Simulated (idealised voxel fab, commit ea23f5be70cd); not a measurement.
process module | voxel local oxidation
cross-section cut | 205 nm wide | cells 5 nm
A cross-section is a grid of square cells, given in bands from the top down. A band is one or more rows of cells.
Each band's line starts with the height of the band's top and of its bottom, in nm. Then come its materials from left to right, each with its width in nm. One material with "throughout" fills the band from edge to edge. "air" is empty space.
Height 0 is the level under which the wafer as received is all one material. The lowest band goes on downwards, as in "0 down".
A width such as "30 to 40" changes by the same amount from each row of cells to the next, from the band's top row to its bottom row.
"no change" after a step means that no cell of the cross-section changed.
closed voids: empty space of 8 cells or more with no open way to the top, each as width x height at its distance from the left edge, in nm
after a step's settings: what the simulator itself notes on the step
overlay nm, on a step with a mask: how far to the right of its planned place the mask lay; to the left if negative
plan
1 op RECEIVE | material Si
2 op OXIDIZE | depth nm 5
3 op CONFORMAL_DEP | material SiN | thk nm 10
4 op MASKED_ETCH | tone cover | mask id ACTIVE | width nm 100 | etch materials SiN | depth nm 10 | overlay nm 0
5 op SELECTIVE_ETCH | etch materials SiO2 | depth nm 5
6 op OXIDIZE | depth nm 10
7 op STRIP | etch materials SiN
first wafer, as planned
as received, after step 1
  0 down: Si throughout
  closed voids: none
after step 2
  0 to -5: SiO2 throughout
  below -5: unchanged
after step 3
  10 to 0: SiN throughout
  below 0: unchanged
after step 4
  10 to 0: air 50 | SiN 100 | air 55
  below 0: unchanged
after step 5
  10 to 0: air 50 | SiN 100 | air 55
  0 to -5: air 55 | SiO2 90 | air 60
  below -5: unchanged
after step 6
  10 to 0: air 50 | SiN 100 | air 55
  0 to -5: air 55 | SiO2 90 | air 60
  -5 to -15: SiO2 65 | Si 70 | SiO2 70
  below -15: unchanged
after step 7
  0 to -5: air 55 | SiO2 90 | air 60
  below -5: unchanged
second wafer: like start, like plan, one mistake. Through step 3 it matches the first wafer
when step 4 should have ended
  10 to 0: air 55 | SiN 100 | air 50
  below 0: unchanged
when step 5 should have ended
  10 to 0: air 55 | SiN 100 | air 50
  0 to -5: air 60 | SiO2 90 | air 55
  below -5: unchanged
when step 6 should have ended
  10 to 0: air 55 | SiN 100 | air 50
  0 to -5: air 60 | SiO2 90 | air 55
  -5 to -15: SiO2 70 | Si 70 | SiO2 65
  below -15: unchanged
when step 7 should have ended
  0 to -5: air 60 | SiO2 90 | air 55
  below -5: unchanged
what went wrong: step 4 ran as: op MASKED_ETCH | tone cover | mask id ACTIVE | width nm 100 | etch materials SiN | depth nm 10 | overlay nm 5
at the end the second wafer has, in cells: as many of each material as the first, in other places
